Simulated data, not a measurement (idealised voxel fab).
Process module name: voxel double patterning
The figure presents cross-section cut, which has a width of 255 nm and is divided into square cells with an edge length of 5 nm.
The cross-sections in this document take the form of a grid made of square cells. They are written out as bands, in order from top to bottom. Each band consists of one or more rows of cells. First you get the band's top height and its bottom height, in nm, and then the materials it's made of, left to right, with each width in nm. If you see a single material with "all across", that one covers the band edge to edge. "empty" is empty space. We count height from 0. Below that, the starting wafer is all one material. The lowest band never ends at the bottom but goes on down; see "z 0 and below" for how that is written. A two-number width, for instance "30..40", indicates that the width is equal to the first number in the top row of the band and to the second number in the bottom row, and that it changes by a constant amount per row of cells. It should be understood that the words "all unchanged", when stated for a given step, signify that the cross-section underwent no change in any of its cells during that step. "Unvented voids" enumerates empty spaces isolated from the top, with no open way to it, that contain at least 8 cells, giving each as width x height at distance from the left edge, all three in nm. If you see something after the settings on a step's line, that's the simulator's own remark about that step. The line of a step may include "overlay nm". On a step with a mask, this value is how far to the right of its planned place the mask lay. A negative value means the mask lay to the left.
-- So here's the lineup of process steps we planned
1: RECEIVE [material Si]
2: CONFORMAL_DEP [material SiO2] [thk nm 10]
3: DIRECTIONAL_DEP [material polySi] [thk nm 15]
4: DIRECTIONAL_DEP [material SiCN] [thk nm 5]
5: DIRECTIONAL_DEP [material aC] [thk nm 15]
6: PATTERN [tone open] [mask id FIRST] [material resist] [width nm 15] [pitch nm 50] [thk nm 30] [overlay nm 0]
7: DIRECTIONAL_ETCH [etch materials aC] [depth nm 15]
8: STRIP [etch materials resist]
9: DIRECTIONAL_ETCH [etch materials SiCN] [depth nm 5]
10: STRIP [etch materials aC]
11: MASKED_ETCH [tone open] [mask id SECOND] [width nm 15] [pitch nm 50] [etch materials SiCN] [depth nm 5] [overlay nm 0]
12: DIRECTIONAL_ETCH [etch materials polySi] [depth nm 15]
13: STRIP [etch materials SiCN]
-- Account of the first of two wafers, which was processed as intended
-- Wafer as received: cross-section following step 1
    z 0 and below: Si all across
    Unvented voids: none
-- Wafer section view after processing step 2
    z 10 to 0: SiO2 all across
    Whatever lies below 0 is exactly as it was before.
-- Wafer section view after processing step 3
    z 25 to 10: polySi all across
    Whatever lies below 10 is exactly as it was before.
-- Wafer section view after processing step 4
    z 30 to 25: SiCN all across
    Whatever lies below 25 is exactly as it was before.
-- Wafer section view after processing step 5
    z 45 to 30: aC all across
    Whatever lies below 30 is exactly as it was before.
-- Wafer section view after processing step 6
    z 75 to 45: resist (70) / empty (15) / resist (35) / empty (15) / resist (35) / empty (15) / resist (70)
    Whatever lies below 45 is exactly as it was before.
-- Wafer section view after processing step 7
    z 60 to 45: resist (70) / empty (15) / resist (35) / empty (15) / resist (35) / empty (15) / resist (70)
    z 45 to 30: aC (70) / empty (15) / aC (35) / empty (15) / aC (35) / empty (15) / aC (70)
    Whatever lies below 30 is exactly as it was before.
-- Wafer section view after processing step 8
    z 45 to 30: aC (70) / empty (15) / aC (35) / empty (15) / aC (35) / empty (15) / aC (70)
    Whatever lies below 30 is exactly as it was before.
-- Wafer section view after processing step 9
    z 45 to 30: aC (70) / empty (15) / aC (35) / empty (15) / aC (35) / empty (15) / aC (70)
    z 30 to 25: SiCN (70) / empty (15) / SiCN (35) / empty (15) / SiCN (35) / empty (15) / SiCN (70)
    Whatever lies below 25 is exactly as it was before.
-- Wafer section view after processing step 10
    z 30 to 25: SiCN (70) / empty (15) / SiCN (35) / empty (15) / SiCN (35) / empty (15) / SiCN (70)
    Whatever lies below 25 is exactly as it was before.
-- Wafer section view after processing step 11
    z 30 to 25: SiCN (70) / empty (15) / SiCN (10) / empty (15) / SiCN (10) / empty (15) / SiCN (10) / empty (15) / SiCN (10) / empty (15) / SiCN (70)
    Whatever lies below 25 is exactly as it was before.
-- Wafer section view after processing step 12
    z 30 to 25: SiCN (70) / empty (15) / SiCN (10) / empty (15) / SiCN (10) / empty (15) / SiCN (10) / empty (15) / SiCN (10) / empty (15) / SiCN (70)
    z 25 to 10: polySi (70) / empty (15) / polySi (10) / empty (15) / polySi (10) / empty (15) / polySi (10) / empty (15) / polySi (10) / empty (15) / polySi (70)
    Whatever lies below 10 is exactly as it was before.
-- Wafer section view after processing step 13
    z 25 to 10: polySi (70) / empty (15) / polySi (10) / empty (15) / polySi (10) / empty (15) / polySi (10) / empty (15) / polySi (10) / empty (15) / polySi (70)
    Whatever lies below 10 is exactly as it was before.
-- The second wafer was prepared from the same starting point and under the same plan as the first; its processing contained one mistake, and it remains indistinguishable from the first wafer up to and including step 1
-- Cross-section of the second wafer corresponding to the planned conclusion of step 2
    z 15 to 0: polySi all across
    Whatever lies below 0 is exactly as it was before.
-- Cross-section of the second wafer corresponding to the planned conclusion of step 3
    z 25 to 15: SiO2 all across
    Whatever lies below 15 is exactly as it was before.
-- Cross-section of the second wafer corresponding to the planned conclusion of step 4
    z 30 to 25: SiCN all across
    Whatever lies below 25 is exactly as it was before.
-- Cross-section of the second wafer corresponding to the planned conclusion of step 5
    z 45 to 30: aC all across
    Whatever lies below 30 is exactly as it was before.
-- Cross-section of the second wafer corresponding to the planned conclusion of step 6
    z 75 to 45: resist (70) / empty (15) / resist (35) / empty (15) / resist (35) / empty (15) / resist (70)
    Whatever lies below 45 is exactly as it was before.
-- Cross-section of the second wafer corresponding to the planned conclusion of step 7
    z 60 to 45: resist (70) / empty (15) / resist (35) / empty (15) / resist (35) / empty (15) / resist (70)
    z 45 to 30: aC (70) / empty (15) / aC (35) / empty (15) / aC (35) / empty (15) / aC (70)
    Whatever lies below 30 is exactly as it was before.
-- Cross-section of the second wafer corresponding to the planned conclusion of step 8
    z 45 to 30: aC (70) / empty (15) / aC (35) / empty (15) / aC (35) / empty (15) / aC (70)
    Whatever lies below 30 is exactly as it was before.
-- Cross-section of the second wafer corresponding to the planned conclusion of step 9
    z 45 to 30: aC (70) / empty (15) / aC (35) / empty (15) / aC (35) / empty (15) / aC (70)
    z 30 to 25: SiCN (70) / empty (15) / SiCN (35) / empty (15) / SiCN (35) / empty (15) / SiCN (70)
    Whatever lies below 25 is exactly as it was before.
-- Cross-section of the second wafer corresponding to the planned conclusion of step 10
    z 30 to 25: SiCN (70) / empty (15) / SiCN (35) / empty (15) / SiCN (35) / empty (15) / SiCN (70)
    Whatever lies below 25 is exactly as it was before.
-- Cross-section of the second wafer corresponding to the planned conclusion of step 11
    z 30 to 25: SiCN (70) / empty (15) / SiCN (10) / empty (15) / SiCN (10) / empty (15) / SiCN (10) / empty (15) / SiCN (10) / empty (15) / SiCN (70)
    Whatever lies below 25 is exactly as it was before.
Cross-section of the second wafer corresponding to the planned conclusion of step 12: all unchanged
-- Cross-section of the second wafer corresponding to the planned conclusion of step 13
    z 25 to 15: SiO2 all across
    Whatever lies below 15 is exactly as it was before.
Heads up, the wafer didn't run the way we planned it: transposition of steps 2 and 3 relative to the planned sequence
End of process, cell counts, second wafer against first, materials with more or fewer: polySi +45
